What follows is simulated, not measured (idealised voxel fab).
process module | voxel gate over fins
cross-section cut | 275 nm wide | cells 5 nm
A cross-section is a grid of square cells, given in bands from the top down. A band is one or more rows of cells.
Each band's line starts with the height of the band's top and of its bottom, in nm. Then come its materials from left to right, each with its width in nm. One material with "throughout" fills the band from edge to edge. "air" is empty space.
Height 0 is the level under which the wafer as received is all one material. The lowest band goes on downwards, as in "0 down".
A width such as "30 to 40" changes by the same amount from each row of cells to the next, from the band's top row to its bottom row.
"no change" after a step means that no cell of the cross-section changed.
closed voids: empty space of 8 cells or more with no open way to the top, each as width x height at its distance from the left edge, in nm
after a step's settings: what the simulator itself notes on the step
overlay nm, on a step with a mask: how far to the right of its planned place the mask lay; to the left if negative
plan
1 op RECEIVE | material Si
2 op CONFORMAL_DEP | material SiN | thk nm 10
3 op PATTERN | tone cover | mask id FINS | material resist | width nm 15 | pitch nm 60 | thk nm 15 | overlay nm 0
4 op DIRECTIONAL_ETCH | etch materials SiN | depth nm 10
5 op DIRECTIONAL_ETCH | etch materials Si | depth nm 30
6 op STRIP | etch materials resist
7 op OXIDIZE | depth nm 5
8 op FILL_DEP | material SiO2 | thk nm 5
9 op CMP | height nm 10
10 op MASKED_ETCH | tone open | mask id RAIL | width nm 15 | etch materials SiO2 | depth nm 35 | overlay nm 0
11 op CONFORMAL_DEP | material TiN | thk nm 5
12 op FILL_DEP | material W | thk nm 5
13 op CMP | height nm 10
14 op SELECTIVE_ETCH | etch materials W Ru TiN | depth nm 30
15 op FILL_DEP | material SiO2 | thk nm 5
16 op CMP | height nm 10
17 op SELECTIVE_ETCH | etch materials SiO2 | depth nm 25
18 op STRIP | etch materials SiN
19 op CONFORMAL_DEP | material HfO2 | thk nm 5
20 op CONFORMAL_DEP | material TiN | thk nm 5
21 op CONFORMAL_DEP | material TiAl | thk nm 5
22 op CONFORMAL_DEP | material TiN | thk nm 5
23 op FILL_DEP | material W | thk nm 15
24 op CMP | height nm 30
25 op CONFORMAL_DEP | material SiCN | thk nm 5
as received, after step 1
  0 down: Si throughout
  closed voids: none
first wafer at the end, as planned
  35 to 30: SiCN throughout
  30 to 20: W throughout
  20 to 15: W 55 | TiN 45 | W 15 | TiN 45 | W 15 | TiN 45 | W 55
  15 to 10: W 55 | TiN 5 | TiAl 35 | TiN 5 | W 15 | TiN 5 | TiAl 35 | TiN 5 | W 15 | TiN 5 | TiAl 35 | TiN 5 | W 55
  10 to 5: W 55 | TiN 5 | TiAl 5 | TiN 25 | TiAl 5 | TiN 5 | W 15 | TiN 5 | TiAl 5 | TiN 25 | TiAl 5 | TiN 5 | W 15 | TiN 5 | TiAl 5 | TiN 25 | TiAl 5 | TiN 5 | W 55
  5 to 0: TiN 60 | TiAl 5 | TiN 5 | HfO2 15 | TiN 5 | TiAl 5 | TiN 25 | TiAl 5 | TiN 5 | HfO2 15 | TiN 5 | TiAl 5 | TiN 25 | TiAl 5 | TiN 5 | HfO2 15 | TiN 5 | TiAl 5 | TiN 60
  0 to -5: TiAl 65 | TiN 5 | HfO2 5 | Si 5 | HfO2 5 | TiN 5 | TiAl 35 | TiN 5 | HfO2 5 | Si 5 | HfO2 5 | TiN 5 | TiAl 35 | TiN 5 | HfO2 5 | Si 5 | HfO2 5 | TiN 5 | TiAl 65
  -5 to -10: TiN 70 | HfO2 5 | Si 5 | HfO2 5 | TiN 45 | HfO2 5 | Si 5 | HfO2 5 | TiN 45 | HfO2 5 | Si 5 | HfO2 5 | TiN 70
  -10 to -15: HfO2 75 | Si 5 | HfO2 55 | Si 5 | HfO2 55 | Si 5 | HfO2 75
  -15 to -20: SiO2 75 | Si 5 | SiO2 55 | Si 5 | SiO2 55 | Si 5 | SiO2 75
  -20 to -25: SiO2 75 | Si 5 | SiO2 20 | TiN 15 | SiO2 20 | Si 5 | SiO2 55 | Si 5 | SiO2 75
  -25 to -35: SiO2 75 | Si 5 | SiO2 55 | Si 5 | SiO2 55 | Si 5 | SiO2 75
  -35 down: Si throughout
  closed voids: none
second wafer at the end: like start, like plan, one mistake
  35 to 30: SiCN throughout
  30 to 20: W throughout
  20 to 15: W 55 | TiN 45 | W 15 | TiN 45 | W 15 | TiN 45 | W 55
  15 to 10: W 55 | TiN 5 | TiAl 35 | TiN 5 | W 15 | TiN 5 | TiAl 35 | TiN 5 | W 15 | TiN 5 | TiAl 35 | TiN 5 | W 55
  10 to 5: W 55 | TiN 5 | TiAl 5 | TiN 25 | TiAl 5 | TiN 5 | W 15 | TiN 5 | TiAl 5 | TiN 25 | TiAl 5 | TiN 5 | W 15 | TiN 5 | TiAl 5 | TiN 25 | TiAl 5 | TiN 5 | W 55
  5 to 0: TiN 60 | TiAl 5 | TiN 5 | HfO2 15 | TiN 5 | TiAl 5 | TiN 25 | TiAl 5 | TiN 5 | HfO2 15 | TiN 5 | TiAl 5 | TiN 25 | TiAl 5 | TiN 5 | HfO2 15 | TiN 5 | TiAl 5 | TiN 60
  0 to -5: TiAl 65 | TiN 5 | HfO2 5 | Si 5 | HfO2 5 | TiN 5 | TiAl 35 | TiN 5 | HfO2 5 | Si 5 | HfO2 5 | TiN 5 | TiAl 35 | TiN 5 | HfO2 5 | Si 5 | HfO2 5 | TiN 5 | TiAl 65
  -5 to -10: TiN 70 | HfO2 5 | Si 5 | HfO2 5 | TiN 45 | HfO2 5 | Si 5 | HfO2 5 | TiN 45 | HfO2 5 | Si 5 | HfO2 5 | TiN 70
  -10 to -15: HfO2 75 | Si 5 | HfO2 55 | Si 5 | HfO2 55 | Si 5 | HfO2 75
  -15 to -20: SiO2 75 | Si 5 | SiO2 55 | Si 5 | SiO2 55 | Si 5 | SiO2 75
  -20 to -25: SiO2 75 | Si 5 | SiO2 15 | TiN 25 | SiO2 15 | Si 5 | SiO2 55 | Si 5 | SiO2 75
  -25 to -35: SiO2 75 | Si 5 | SiO2 55 | Si 5 | SiO2 55 | Si 5 | SiO2 75
  -35 down: Si throughout
  closed voids: none
what went wrong: step 10 ran as: op MASKED_ETCH | tone open | mask id RAIL | width nm 25 | etch materials SiO2 | depth nm 35 | overlay nm 0
at the end the second wafer has, in cells: 2 fewer of SiO2 | 2 more of TiN
